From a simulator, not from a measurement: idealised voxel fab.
The following is a process module called voxel capacitor over wiring.
Cross-section cut: width 175 nm, square cells of 5 nm.
When this document writes out a cross-section, it uses a grid of square cells and lists it as bands, beginning at the top and moving down, with a band standing for one or more rows of cells.
Band: top height; bottom height; in nm. Then, left to right: material with width in nm, for each material. "full width": a single material spanning edge to edge. "blank": empty space.
Heights are measured from 0, the level below which the as-received wafer is all one material; the lowest band has no bottom and continues downward, written as in "top 0, no bottom".
It should be noted that a width expressed as "30..40" varies in equal increments from row to row of cells within the band, taking the value of the first number at the top row and that of the second number at the bottom row.
Take "nothing changed" at face value: in the step it is given for, the cross-section changed in none of its cells.
In the "Closed void list" entry, you get each enclosed empty space of 8 cells or more, one with no open way to the top, written width x height at distance, distance from the left edge, in nm.
Heads up: the bit after the settings on a step's line is the simulator's remark on that step.
On any step carrying a mask, the "overlay nm" setting, if present on the step's line, tells how far right of its planned place the mask lay; negative values point to the left.

List of planned process steps
1: RECEIVE: material Si
2: CONFORMAL_DEP: material SiO2, thk nm 15
3: DIRECTIONAL_DEP: material TiN, thk nm 5
4: DIRECTIONAL_DEP: material Ru, thk nm 20
5: PATTERN: tone cover, mask id METAL_1, material resist, width nm 20, pitch nm 70, thk nm 15, overlay nm 0
6: DIRECTIONAL_ETCH: etch materials Ru, depth nm 20
7: DIRECTIONAL_ETCH: etch materials TiN, depth nm 5
8: STRIP: etch materials resist
9: FILL_DEP: material lowk, thk nm 10
10: CMP: height nm 40
11: CONFORMAL_DEP: material SiCN, thk nm 5
12: DIRECTIONAL_DEP: material SiO2, thk nm 20
13: PATTERN: tone open, mask id PLUG_1, material resist, width nm 15, thk nm 20, overlay nm 0
14: DIRECTIONAL_ETCH: etch materials SiO2, depth nm 20
15: DIRECTIONAL_ETCH: etch materials SiCN, depth nm 5
16: STRIP: etch materials resist
17: CONFORMAL_DEP: material TiN, thk nm 5
18: FILL_DEP: material Ru, thk nm 10
19: CMP: height nm 65
20: DIRECTIONAL_DEP: material TiN, thk nm 5
21: DIRECTIONAL_DEP: material SiN, thk nm 5
22: DIRECTIONAL_DEP: material TiN, thk nm 5
23: PATTERN: tone cover, mask id UPPER_PLATE, material resist, width nm 55, thk nm 20, overlay nm 0
24: DIRECTIONAL_ETCH: etch materials TiN, depth nm 5
25: DIRECTIONAL_ETCH: etch materials SiN, depth nm 5
26: STRIP: etch materials resist
27: MASKED_ETCH: tone cover, mask id LOWER_PLATE, width nm 65, etch materials TiN, depth nm 5, overlay nm 0
28: FILL_DEP: material SiO2, thk nm 15
29: CMP: height nm 90
30: DIRECTIONAL_DEP: material aC, thk nm 10
31: PATTERN: tone open, mask id PLUG_2, material resist, width nm 15, thk nm 25, overlay nm 0
32: DIRECTIONAL_ETCH: etch materials aC, depth nm 10
33: STRIP: etch materials resist
34: DIRECTIONAL_ETCH: etch materials SiO2, depth nm 10
35: STRIP: etch materials aC
36: CONFORMAL_DEP: material TiN, thk nm 5
37: FILL_DEP: material W, thk nm 5
38: CMP: height nm 90
39: CONFORMAL_DEP: material SiCN, thk nm 5

The first of two wafers, run as planned

This is the cross-section of the wafer as we received it, i.e. after step 1
top 0, no bottom: Si full width
Closed void list: none

Upon completion of step 2, the wafer appears in cross-section as shown
top 15, bottom 0: SiO2 full width
Under 0: no change, same as before.

Upon completion of step 3, the wafer appears in cross-section as shown
top 20, bottom 15: TiN full width
Under 15: no change, same as before.

Upon completion of step 4, the wafer appears in cross-section as shown
top 40, bottom 20: Ru full width
Under 20: no change, same as before.

Upon completion of step 5, the wafer appears in cross-section as shown
top 55, bottom 40: blank (40) | resist (20) | blank (50) | resist (20) | blank (45)
Under 40: no change, same as before.

Upon completion of step 6, the wafer appears in cross-section as shown
top 55, bottom 40: blank (40) | resist (20) | blank (50) | resist (20) | blank (45)
top 40, bottom 20: blank (40) | Ru (20) | blank (50) | Ru (20) | blank (45)
Under 20: no change, same as before.

Upon completion of step 7, the wafer appears in cross-section as shown
top 55, bottom 40: blank (40) | resist (20) | blank (50) | resist (20) | blank (45)
top 40, bottom 20: blank (40) | Ru (20) | blank (50) | Ru (20) | blank (45)
top 20, bottom 15: blank (40) | TiN (20) | blank (50) | TiN (20) | blank (45)
Under 15: no change, same as before.

Upon completion of step 8, the wafer appears in cross-section as shown
top 40, bottom 20: blank (40) | Ru (20) | blank (50) | Ru (20) | blank (45)
Under 20: no change, same as before.

Upon completion of step 9, the wafer appears in cross-section as shown
top 50, bottom 40: lowk full width
top 40, bottom 20: lowk (40) | Ru (20) | lowk (50) | Ru (20) | lowk (45)
top 20, bottom 15: lowk (40) | TiN (20) | lowk (50) | TiN (20) | lowk (45)
Under 15: no change, same as before.

Upon completion of step 10, the wafer appears in cross-section as shown
top 40, bottom 20: lowk (40) | Ru (20) | lowk (50) | Ru (20) | lowk (45)
Under 20: no change, same as before.

Upon completion of step 11, the wafer appears in cross-section as shown
top 45, bottom 40: SiCN full width
Under 40: no change, same as before.

Upon completion of step 12, the wafer appears in cross-section as shown
top 65, bottom 45: SiO2 full width
Under 45: no change, same as before.

Upon completion of step 13, the wafer appears in cross-section as shown
top 85, bottom 65: resist (45) | blank (15) | resist (115)
Under 65: no change, same as before.

Upon completion of step 14, the wafer appears in cross-section as shown
top 85, bottom 65: resist (45) | blank (15) | resist (115)
top 65, bottom 45: SiO2 (45) | blank (15) | SiO2 (115)
Under 45: no change, same as before.

Upon completion of step 15, the wafer appears in cross-section as shown
top 85, bottom 65: resist (45) | blank (15) | resist (115)
top 65, bottom 45: SiO2 (45) | blank (15) | SiO2 (115)
top 45, bottom 40: SiCN (45) | blank (15) | SiCN (115)
Under 40: no change, same as before.

Upon completion of step 16, the wafer appears in cross-section as shown
top 65, bottom 45: SiO2 (45) | blank (15) | SiO2 (115)
Under 45: no change, same as before.

Upon completion of step 17, the wafer appears in cross-section as shown
top 70, bottom 65: TiN (50) | blank (5) | TiN (120)
top 65, bottom 45: SiO2 (45) | TiN (5) | blank (5) | TiN (5) | SiO2 (115)
top 45, bottom 40: SiCN (45) | TiN (15) | SiCN (115)
Under 40: no change, same as before.

Upon completion of step 18, the wafer appears in cross-section as shown
top 80, bottom 70: Ru full width
top 70, bottom 65: TiN (50) | Ru (5) | TiN (120)
top 65, bottom 45: SiO2 (45) | TiN (5) | Ru (5) | TiN (5) | SiO2 (115)
Under 45: no change, same as before.

Upon completion of step 19, the wafer appears in cross-section as shown
top 65, bottom 45: SiO2 (45) | TiN (5) | Ru (5) | TiN (5) | SiO2 (115)
Under 45: no change, same as before.

Upon completion of step 20, the wafer appears in cross-section as shown
top 70, bottom 65: TiN full width
Under 65: no change, same as before.

Upon completion of step 21, the wafer appears in cross-section as shown
top 75, bottom 70: SiN full width
Under 70: no change, same as before.

Upon completion of step 22, the wafer appears in cross-section as shown
top 80, bottom 75: TiN full width
Under 75: no change, same as before.

Upon completion of step 23, the wafer appears in cross-section as shown
top 100, bottom 80: blank (45) | resist (55) | blank (75)
Under 80: no change, same as before.

Upon completion of step 24, the wafer appears in cross-section as shown
top 100, bottom 80: blank (45) | resist (55) | blank (75)
top 80, bottom 75: blank (45) | TiN (55) | blank (75)
Under 75: no change, same as before.

Upon completion of step 25, the wafer appears in cross-section as shown
top 100, bottom 80: blank (45) | resist (55) | blank (75)
top 80, bottom 75: blank (45) | TiN (55) | blank (75)
top 75, bottom 70: blank (45) | SiN (55) | blank (75)
Under 70: no change, same as before.

Upon completion of step 26, the wafer appears in cross-section as shown
top 80, bottom 75: blank (45) | TiN (55) | blank (75)
Under 75: no change, same as before.

Upon completion of step 27, the wafer appears in cross-section as shown
top 80, bottom 75: blank (45) | TiN (55) | blank (75)
top 75, bottom 70: blank (45) | SiN (55) | blank (75)
top 70, bottom 65: blank (40) | TiN (65) | blank (70)
Under 65: no change, same as before.

Upon completion of step 28, the wafer appears in cross-section as shown
top 95, bottom 80: SiO2 full width
top 80, bottom 75: SiO2 (45) | TiN (55) | SiO2 (75)
top 75, bottom 70: SiO2 (45) | SiN (55) | SiO2 (75)
top 70, bottom 65: SiO2 (40) | TiN (65) | SiO2 (70)
Under 65: no change, same as before.

Upon completion of step 29, the wafer appears in cross-section as shown
top 90, bottom 80: SiO2 full width
Under 80: no change, same as before.

Upon completion of step 30, the wafer appears in cross-section as shown
top 100, bottom 90: aC full width
Under 90: no change, same as before.

Upon completion of step 31, the wafer appears in cross-section as shown
top 125, bottom 100: resist (55) | blank (15) | resist (105)
Under 100: no change, same as before.

Upon completion of step 32, the wafer appears in cross-section as shown
top 115, bottom 100: resist (55) | blank (15) | resist (105)
top 100, bottom 90: aC (55) | blank (15) | aC (105)
Under 90: no change, same as before.

Upon completion of step 33, the wafer appears in cross-section as shown
top 100, bottom 90: aC (55) | blank (15) | aC (105)
Under 90: no change, same as before.

Upon completion of step 34, the wafer appears in cross-section as shown
top 100, bottom 90: aC (55) | blank (15) | aC (105)
top 90, bottom 80: SiO2 (55) | blank (15) | SiO2 (105)
Under 80: no change, same as before.

Upon completion of step 35, the wafer appears in cross-section as shown
top 90, bottom 80: SiO2 (55) | blank (15) | SiO2 (105)
Under 80: no change, same as before.

Upon completion of step 36, the wafer appears in cross-section as shown
top 95, bottom 90: TiN (60) | blank (5) | TiN (110)
top 90, bottom 85: SiO2 (55) | TiN (5) | blank (5) | TiN (5) | SiO2 (105)
top 85, bottom 75: SiO2 (55..45) | TiN (15..55) | SiO2 (105..75)
Under 75: no change, same as before.

Upon completion of step 37, the wafer appears in cross-section as shown
top 100, bottom 95: W full width
top 95, bottom 90: TiN (60) | W (5) | TiN (110)
top 90, bottom 85: SiO2 (55) | TiN (5) | W (5) | TiN (5) | SiO2 (105)
Under 85: no change, same as before.

Upon completion of step 38, the wafer appears in cross-section as shown
top 90, bottom 85: SiO2 (55) | TiN (5) | W (5) | TiN (5) | SiO2 (105)
Under 85: no change, same as before.

Upon completion of step 39, the wafer appears in cross-section as shown
top 95, bottom 90: SiCN full width
Under 90: no change, same as before.

Second of two: same start, same plan, one run error; steps up to and including 4 match the first

Cross-section, second wafer, at the end time the plan gives for step 5
top 55, bottom 40: blank (30) | resist (20) | blank (50) | resist (20) | blank (55)
Under 40: no change, same as before.

Cross-section, second wafer, at the end time the plan gives for step 6
top 55, bottom 40: blank (30) | resist (20) | blank (50) | resist (20) | blank (55)
top 40, bottom 20: blank (30) | Ru (20) | blank (50) | Ru (20) | blank (55)
Under 20: no change, same as before.

Cross-section, second wafer, at the end time the plan gives for step 7
top 55, bottom 40: blank (30) | resist (20) | blank (50) | resist (20) | blank (55)
top 40, bottom 20: blank (30) | Ru (20) | blank (50) | Ru (20) | blank (55)
top 20, bottom 15: blank (30) | TiN (20) | blank (50) | TiN (20) | blank (55)
Under 15: no change, same as before.

Cross-section, second wafer, at the end time the plan gives for step 8
top 40, bottom 20: blank (30) | Ru (20) | blank (50) | Ru (20) | blank (55)
Under 20: no change, same as before.

Cross-section, second wafer, at the end time the plan gives for step 9
top 50, bottom 40: lowk full width
top 40, bottom 20: lowk (30) | Ru (20) | lowk (50) | Ru (20) | lowk (55)
top 20, bottom 15: lowk (30) | TiN (20) | lowk (50) | TiN (20) | lowk (55)
Under 15: no change, same as before.

Cross-section, second wafer, at the end time the plan gives for step 10
top 40, bottom 20: lowk (30) | Ru (20) | lowk (50) | Ru (20) | lowk (55)
Under 20: no change, same as before.

Cross-section, second wafer, at the end time the plan gives for step 11
top 45, bottom 40: SiCN full width
Under 40: no change, same as before.

Cross-section, second wafer, at the end time the plan gives for step 12
top 65, bottom 45: SiO2 full width
Under 45: no change, same as before.

Cross-section, second wafer, at the end time the plan gives for step 13
top 85, bottom 65: resist (45) | blank (15) | resist (115)
Under 65: no change, same as before.

Cross-section, second wafer, at the end time the plan gives for step 14
top 85, bottom 65: resist (45) | blank (15) | resist (115)
top 65, bottom 45: SiO2 (45) | blank (15) | SiO2 (115)
Under 45: no change, same as before.

Cross-section, second wafer, at the end time the plan gives for step 15
top 85, bottom 65: resist (45) | blank (15) | resist (115)
top 65, bottom 45: SiO2 (45) | blank (15) | SiO2 (115)
top 45, bottom 40: SiCN (45) | blank (15) | SiCN (115)
Under 40: no change, same as before.

Cross-section, second wafer, at the end time the plan gives for step 16
top 65, bottom 45: SiO2 (45) | blank (15) | SiO2 (115)
Under 45: no change, same as before.

Cross-section, second wafer, at the end time the plan gives for step 17
top 70, bottom 65: TiN (50) | blank (5) | TiN (120)
top 65, bottom 45: SiO2 (45) | TiN (5) | blank (5) | TiN (5) | SiO2 (115)
top 45, bottom 40: SiCN (45) | TiN (15) | SiCN (115)
Under 40: no change, same as before.

Cross-section, second wafer, at the end time the plan gives for step 18
top 80, bottom 70: Ru full width
top 70, bottom 65: TiN (50) | Ru (5) | TiN (120)
top 65, bottom 45: SiO2 (45) | TiN (5) | Ru (5) | TiN (5) | SiO2 (115)
Under 45: no change, same as before.

Cross-section, second wafer, at the end time the plan gives for step 19
top 65, bottom 45: SiO2 (45) | TiN (5) | Ru (5) | TiN (5) | SiO2 (115)
Under 45: no change, same as before.

Cross-section, second wafer, at the end time the plan gives for step 20
top 70, bottom 65: TiN full width
Under 65: no change, same as before.

Cross-section, second wafer, at the end time the plan gives for step 21
top 75, bottom 70: SiN full width
Under 70: no change, same as before.

Cross-section, second wafer, at the end time the plan gives for step 22
top 80, bottom 75: TiN full width
Under 75: no change, same as before.

Cross-section, second wafer, at the end time the plan gives for step 23
top 100, bottom 80: blank (45) | resist (55) | blank (75)
Under 80: no change, same as before.

Cross-section, second wafer, at the end time the plan gives for step 24
top 100, bottom 80: blank (45) | resist (55) | blank (75)
top 80, bottom 75: blank (45) | TiN (55) | blank (75)
Under 75: no change, same as before.

Cross-section, second wafer, at the end time the plan gives for step 25
top 100, bottom 80: blank (45) | resist (55) | blank (75)
top 80, bottom 75: blank (45) | TiN (55) | blank (75)
top 75, bottom 70: blank (45) | SiN (55) | blank (75)
Under 70: no change, same as before.

Cross-section, second wafer, at the end time the plan gives for step 26
top 80, bottom 75: blank (45) | TiN (55) | blank (75)
Under 75: no change, same as before.

Cross-section, second wafer, at the end time the plan gives for step 27
top 80, bottom 75: blank (45) | TiN (55) | blank (75)
top 75, bottom 70: blank (45) | SiN (55) | blank (75)
top 70, bottom 65: blank (40) | TiN (65) | blank (70)
Under 65: no change, same as before.

Cross-section, second wafer, at the end time the plan gives for step 28
top 95, bottom 80: SiO2 full width
top 80, bottom 75: SiO2 (45) | TiN (55) | SiO2 (75)
top 75, bottom 70: SiO2 (45) | SiN (55) | SiO2 (75)
top 70, bottom 65: SiO2 (40) | TiN (65) | SiO2 (70)
Under 65: no change, same as before.

Cross-section, second wafer, at the end time the plan gives for step 29
top 90, bottom 80: SiO2 full width
Under 80: no change, same as before.

Cross-section, second wafer, at the end time the plan gives for step 30
top 100, bottom 90: aC full width
Under 90: no change, same as before.

Cross-section, second wafer, at the end time the plan gives for step 31
top 125, bottom 100: resist (55) | blank (15) | resist (105)
Under 100: no change, same as before.

Cross-section, second wafer, at the end time the plan gives for step 32
top 115, bottom 100: resist (55) | blank (15) | resist (105)
top 100, bottom 90: aC (55) | blank (15) | aC (105)
Under 90: no change, same as before.

Cross-section, second wafer, at the end time the plan gives for step 33
top 100, bottom 90: aC (55) | blank (15) | aC (105)
Under 90: no change, same as before.

Cross-section, second wafer, at the end time the plan gives for step 34
top 100, bottom 90: aC (55) | blank (15) | aC (105)
top 90, bottom 80: SiO2 (55) | blank (15) | SiO2 (105)
Under 80: no change, same as before.

Cross-section, second wafer, at the end time the plan gives for step 35
top 90, bottom 80: SiO2 (55) | blank (15) | SiO2 (105)
Under 80: no change, same as before.

Cross-section, second wafer, at the end time the plan gives for step 36
top 95, bottom 90: TiN (60) | blank (5) | TiN (110)
top 90, bottom 85: SiO2 (55) | TiN (5) | blank (5) | TiN (5) | SiO2 (105)
top 85, bottom 75: SiO2 (55..45) | TiN (15..55) | SiO2 (105..75)
Under 75: no change, same as before.

Cross-section, second wafer, at the end time the plan gives for step 37
top 100, bottom 95: W full width
top 95, bottom 90: TiN (60) | W (5) | TiN (110)
top 90, bottom 85: SiO2 (55) | TiN (5) | W (5) | TiN (5) | SiO2 (105)
Under 85: no change, same as before.

Cross-section, second wafer, at the end time the plan gives for step 38
top 90, bottom 85: SiO2 (55) | TiN (5) | W (5) | TiN (5) | SiO2 (105)
Under 85: no change, same as before.

Cross-section, second wafer, at the end time the plan gives for step 39
top 95, bottom 90: SiCN full width
Under 90: no change, same as before.
Short version of what went wrong: note that step 5 departed from the planned setting and was carried out as PATTERN: tone cover, mask id METAL_1, material resist, width nm 20, pitch nm 70, thk nm 15, overlay nm -10
Comparing end states, the material composition by cell count is preserved from the first wafer to the second, while the locations of the cells are not.
